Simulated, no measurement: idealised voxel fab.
The document below concerns the process module designated voxel wiring stack.
Pictured: cross-section cut, 235 nm wide, on a grid of 5 nm square cells.
How to read a cross-section here: the picture is a grid of square cells, written as bands going from the top down, and any band can span one or more rows of cells.
The band entry comprises the height of the band's top followed by the height of its bottom, expressed in nm, and subsequently the band's materials from left to right, each stated together with its width in nm. Where a single material is marked with the word "edge to edge", that material fills the band from edge to edge. The word "air" represents empty space.
Height 0 is the level under which the wafer as received is all one material. The lowest band goes on downwards, as in "from 0 down".
A two-number width, for instance "30..40", indicates that the width is equal to the first number in the top row of the band and to the second number in the bottom row, and that it changes by a constant amount per row of cells.
"no change occurred" means the step left every cell of the cross-section as it was.
"Enclosed internal cavities" enumerates empty spaces isolated from the top, with no open way to it, that contain at least 8 cells, giving each as width x height at distance from the left edge, all three in nm.
On a step's line, text after the settings is the simulator commenting on that step.
A step line may carry the setting "overlay nm", which, for steps involving a mask, states the distance by which the mask lay to the right of its intended position; negative values denote displacement to the left.
### The following list gives the planned process steps
| 1 | RECEIVE, material Si |
| 2 | CONFORMAL_DEP, material SiO2, thk nm 15 |
| 3 | CONFORMAL_DEP, material SiCN, thk nm 5 |
| 4 | DIRECTIONAL_DEP, material SiO2, thk nm 20 |
| 5 | PATTERN, tone open, mask id METAL_1, material resist, width nm 15, pitch nm 40, thk nm 20, overlay nm 0 |
| 6 | DIRECTIONAL_ETCH, etch materials SiO2, depth nm 20 |
| 7 | DIRECTIONAL_ETCH, etch materials SiCN, depth nm 5 |
| 8 | STRIP, etch materials resist |
| 9 | CONFORMAL_DEP, material TiN, thk nm 5 |
| 10 | FILL_DEP, material Ru, thk nm 10 |
| 11 | CMP, height nm 40 |
| 12 | EPI, material Ru, thk nm 5 |
| 13 | FILL_DEP, material SiCN, thk nm 5 |
| 14 | DIRECTIONAL_DEP, material lowk, thk nm 35 |
| 15 | DIRECTIONAL_DEP, material aC, thk nm 10 |
| 16 | PATTERN, tone open, mask id METAL_2, material resist, width nm 20, pitch nm 40, thk nm 25, overlay nm 0 |
| 17 | DIRECTIONAL_ETCH, etch materials aC, depth nm 10 |
| 18 | STRIP, etch materials resist |
| 19 | DIRECTIONAL_ETCH, etch materials lowk, depth nm 20 |
| 20 | STRIP, etch materials aC |
| 21 | PATTERN, tone open, mask id METAL_2_HOLES, material resist, width nm 15, pitch nm 80, thk nm 20, overlay nm 0 |
| 22 | DIRECTIONAL_ETCH, etch materials lowk, depth nm 15 |
| 23 | DIRECTIONAL_ETCH, etch materials SiCN, depth nm 5 |
| 24 | STRIP, etch materials resist |
| 25 | CONFORMAL_DEP, material TiN, thk nm 5 |
| 26 | FILL_DEP, material Cu, thk nm 5 |
| 27 | CMP, height nm 85 |
| 28 | CONFORMAL_DEP, material SiCN, thk nm 5 |
| 29 | DIRECTIONAL_DEP, material lowk, thk nm 10 |
| 30 | MASKED_ETCH, tone open, mask id PLUG_2, width nm 15, pitch nm 40, etch materials lowk, depth nm 10, overlay nm 0 |
| 31 | MASKED_ETCH, tone open, mask id PLUG_2, width nm 15, pitch nm 40, etch materials SiCN, depth nm 5, overlay nm 0 |
| 32 | CONFORMAL_DEP, material TiN, thk nm 5 |
| 33 | FILL_DEP, material Ru, thk nm 10 |
| 34 | CMP, height nm 100 |
| 35 | DIRECTIONAL_DEP, material TiN, thk nm 5 |
| 36 | DIRECTIONAL_DEP, material Ru, thk nm 15 |
| 37 | MASKED_ETCH, tone cover, mask id METAL_3, width nm 20, pitch nm 40, etch materials Ru, depth nm 15, overlay nm 0 |
| 38 | MASKED_ETCH, tone cover, mask id METAL_3, width nm 20, pitch nm 40, etch materials TiN, depth nm 5, overlay nm 0 |
| 39 | FILL_DEP, material SiO2, thk nm 10 |
| 40 | CMP, height nm 120 |
| 41 | CONFORMAL_DEP, material SiCN, thk nm 5 |
| 42 | DIRECTIONAL_DEP, material lowk, thk nm 10 |
| 43 | DIRECTIONAL_DEP, material aC, thk nm 15 |
| 44 | PATTERN, tone open, mask id PLUG_3, material resist, width nm 15, pitch nm 80, thk nm 35, overlay nm 0 |
| 45 | DIRECTIONAL_ETCH, etch materials aC, depth nm 15 |
| 46 | STRIP, etch materials resist |
| 47 | DIRECTIONAL_ETCH, etch materials lowk, depth nm 10 |
| 48 | DIRECTIONAL_ETCH, etch materials SiCN, depth nm 5 |
| 49 | STRIP, etch materials aC |
| 50 | CONFORMAL_DEP, material TiN, thk nm 5 |
| 51 | FILL_DEP, material Ru, thk nm 10 |
| 52 | CMP, height nm 135 |
| 53 | CONFORMAL_DEP, material SiCN, thk nm 5 |
| 54 | DIRECTIONAL_DEP, material SiO2, thk nm 15 |
| 55 | PATTERN, tone open, mask id METAL_4, material resist, width nm 20, pitch nm 40, thk nm 15, overlay nm 0 |
| 56 | DIRECTIONAL_ETCH, etch materials SiO2, depth nm 15 |
| 57 | DIRECTIONAL_ETCH, etch materials SiCN, depth nm 5 |
| 58 | STRIP, etch materials resist |
| 59 | CONFORMAL_DEP, material TiN, thk nm 5 |
| 60 | FILL_DEP, material Cu, thk nm 5 |
| 61 | CMP, height nm 155 |
| 62 | CONFORMAL_DEP, material SiN, thk nm 5 |
Wafer-to-wafer difference: width nm, step 5. Common start. Plan = first wafer's value.
### The first of several wafers, as received after step 1, seen in section
    from 0 down = Si edge to edge
    Enclosed internal cavities: none
### Here's the first of several wafers in cross-section, end of the module, after the last step, step 62
    from 160 to 155 = SiN edge to edge
    from 155 to 140 = 45 SiO2 | 5 TiN | 10 Cu | 5 TiN | 20 SiO2 | 5 TiN | 10 Cu | 5 TiN | 20 SiO2 | 5 TiN | 10 Cu | 5 TiN | 20 SiO2 | 5 TiN | 10 Cu | 5 TiN | 50 SiO2
    from 140 to 135 = 45 SiCN | 20 TiN | 20 SiCN | 20 TiN | 20 SiCN | 20 TiN | 20 SiCN | 20 TiN | 50 SiCN
    from 135 to 125 = 45 lowk | 5 TiN | 5 Ru | 5 TiN | 65 lowk | 5 TiN | 5 Ru | 5 TiN | 95 lowk
    from 125 to 120 = 45 SiCN | 15 TiN | 65 SiCN | 15 TiN | 95 SiCN
    from 120 to 105 = 45 SiO2 | 20 Ru | 20 SiO2 | 20 Ru | 20 SiO2 | 20 Ru | 20 SiO2 | 20 Ru | 50 SiO2
    from 105 to 100 = 45 SiO2 | 20 TiN | 20 SiO2 | 20 TiN | 20 SiO2 | 20 TiN | 20 SiO2 | 20 TiN | 50 SiO2
    from 100 to 90 = 45 lowk | 5 TiN | 5 Ru | 5 TiN | 25 lowk | 5 TiN | 5 Ru | 5 TiN | 25 lowk | 5 TiN | 5 Ru | 5 TiN | 25 lowk | 5 TiN | 5 Ru | 5 TiN | 55 lowk
    from 90 to 85 = 45 SiCN | 15 TiN | 25 SiCN | 15 TiN | 25 SiCN | 15 TiN | 25 SiCN | 15 TiN | 55 SiCN
    from 85 to 70 = 45 lowk | 5 TiN | 10 Cu | 5 TiN | 20 lowk | 5 TiN | 10 Cu | 5 TiN | 20 lowk | 5 TiN | 10 Cu | 5 TiN | 20 lowk | 5 TiN | 10 Cu | 5 TiN | 50 lowk
    from 70 to 65 = 45 lowk | 5 TiN | 5 Cu | 10 TiN | 20 lowk | 20 TiN | 20 lowk | 5 TiN | 5 Cu | 10 TiN | 20 lowk | 20 TiN | 50 lowk
    from 65 to 50 = 45 lowk | 5 TiN | 5 Cu | 5 TiN | 65 lowk | 5 TiN | 5 Cu | 5 TiN | 95 lowk
    from 50 to 45 = 45 SiCN | 15 TiN | 65 SiCN | 15 TiN | 95 SiCN
    from 45 to 40 = 45 SiCN | 25 Ru | 15 SiCN | 25 Ru | 15 SiCN | 25 Ru | 15 SiCN | 25 Ru | 45 SiCN
    from 40 to 20 = 50 SiO2 | 5 TiN | 5 Ru | 5 TiN | 25 SiO2 | 5 TiN | 5 Ru | 5 TiN | 25 SiO2 | 5 TiN | 5 Ru | 5 TiN | 25 SiO2 | 5 TiN | 5 Ru | 5 TiN | 50 SiO2
    from 20 to 15 = 50 SiCN | 15 TiN | 25 SiCN | 15 TiN | 25 SiCN | 15 TiN | 25 SiCN | 15 TiN | 50 SiCN
    from 15 to 0 = SiO2 edge to edge
    from 0 down = Si edge to edge
    Enclosed internal cavities: none
### End of module, last wafer sectioned
    from 160 to 155 = SiN edge to edge
    from 155 to 140 = 45 SiO2 | 5 TiN | 10 Cu | 5 TiN | 20 SiO2 | 5 TiN | 10 Cu | 5 TiN | 20 SiO2 | 5 TiN | 10 Cu | 5 TiN | 20 SiO2 | 5 TiN | 10 Cu | 5 TiN | 50 SiO2
    from 140 to 135 = 45 SiCN | 20 TiN | 20 SiCN | 20 TiN | 20 SiCN | 20 TiN | 20 SiCN | 20 TiN | 50 SiCN
    from 135 to 125 = 45 lowk | 5 TiN | 5 Ru | 5 TiN | 65 lowk | 5 TiN | 5 Ru | 5 TiN | 95 lowk
    from 125 to 120 = 45 SiCN | 15 TiN | 65 SiCN | 15 TiN | 95 SiCN
    from 120 to 105 = 45 SiO2 | 20 Ru | 20 SiO2 | 20 Ru | 20 SiO2 | 20 Ru | 20 SiO2 | 20 Ru | 50 SiO2
    from 105 to 100 = 45 SiO2 | 20 TiN | 20 SiO2 | 20 TiN | 20 SiO2 | 20 TiN | 20 SiO2 | 20 TiN | 50 SiO2
    from 100 to 90 = 45 lowk | 5 TiN | 5 Ru | 5 TiN | 25 lowk | 5 TiN | 5 Ru | 5 TiN | 25 lowk | 5 TiN | 5 Ru | 5 TiN | 25 lowk | 5 TiN | 5 Ru | 5 TiN | 55 lowk
    from 90 to 85 = 45 SiCN | 15 TiN | 25 SiCN | 15 TiN | 25 SiCN | 15 TiN | 25 SiCN | 15 TiN | 55 SiCN
    from 85 to 70 = 45 lowk | 5 TiN | 10 Cu | 5 TiN | 20 lowk | 5 TiN | 10 Cu | 5 TiN | 20 lowk | 5 TiN | 10 Cu | 5 TiN | 20 lowk | 5 TiN | 10 Cu | 5 TiN | 50 lowk
    from 70 to 65 = 45 lowk | 5 TiN | 5 Cu | 10 TiN | 20 lowk | 20 TiN | 20 lowk | 5 TiN | 5 Cu | 10 TiN | 20 lowk | 20 TiN | 50 lowk
    from 65 to 50 = 45 lowk | 5 TiN | 5 Cu | 5 TiN | 65 lowk | 5 TiN | 5 Cu | 5 TiN | 95 lowk
    from 50 to 45 = 45 SiCN | 15 TiN | 65 SiCN | 15 TiN | 95 SiCN
    from 45 to 40 = 40 SiCN | 35 Ru | 5 SiCN | 35 Ru | 5 SiCN | 35 Ru | 5 SiCN | 35 Ru | 40 SiCN
    from 40 to 20 = 45 SiO2 | 5 TiN | 15 Ru | 5 TiN | 15 SiO2 | 5 TiN | 15 Ru | 5 TiN | 15 SiO2 | 5 TiN | 15 Ru | 5 TiN | 15 SiO2 | 5 TiN | 15 Ru | 5 TiN | 45 SiO2
    from 20 to 15 = 45 SiCN | 25 TiN | 15 SiCN | 25 TiN | 15 SiCN | 25 TiN | 15 SiCN | 25 TiN | 45 SiCN
    from 15 to 0 = SiO2 edge to edge
    from 0 down = Si edge to edge
    Enclosed internal cavities: none
### Row per wafer, end-of-module: cell gain (+)/loss (-) by material since the wafer came in, then closed voids
width nm 15 | +56 Cu | +96 Ru | +210 SiCN | +47 SiN | +498 SiO2 | +198 TiN | +399 lowk | Enclosed internal cavities: none
width nm 20 | +56 Cu | +116 Ru | +202 SiCN | +47 SiN | +482 SiO2 | +202 TiN | +399 lowk | Enclosed internal cavities: none
width nm 25 | +56 Cu | +136 Ru | +194 SiCN | +47 SiN | +466 SiO2 | +206 TiN | +399 lowk | Enclosed internal cavities: none
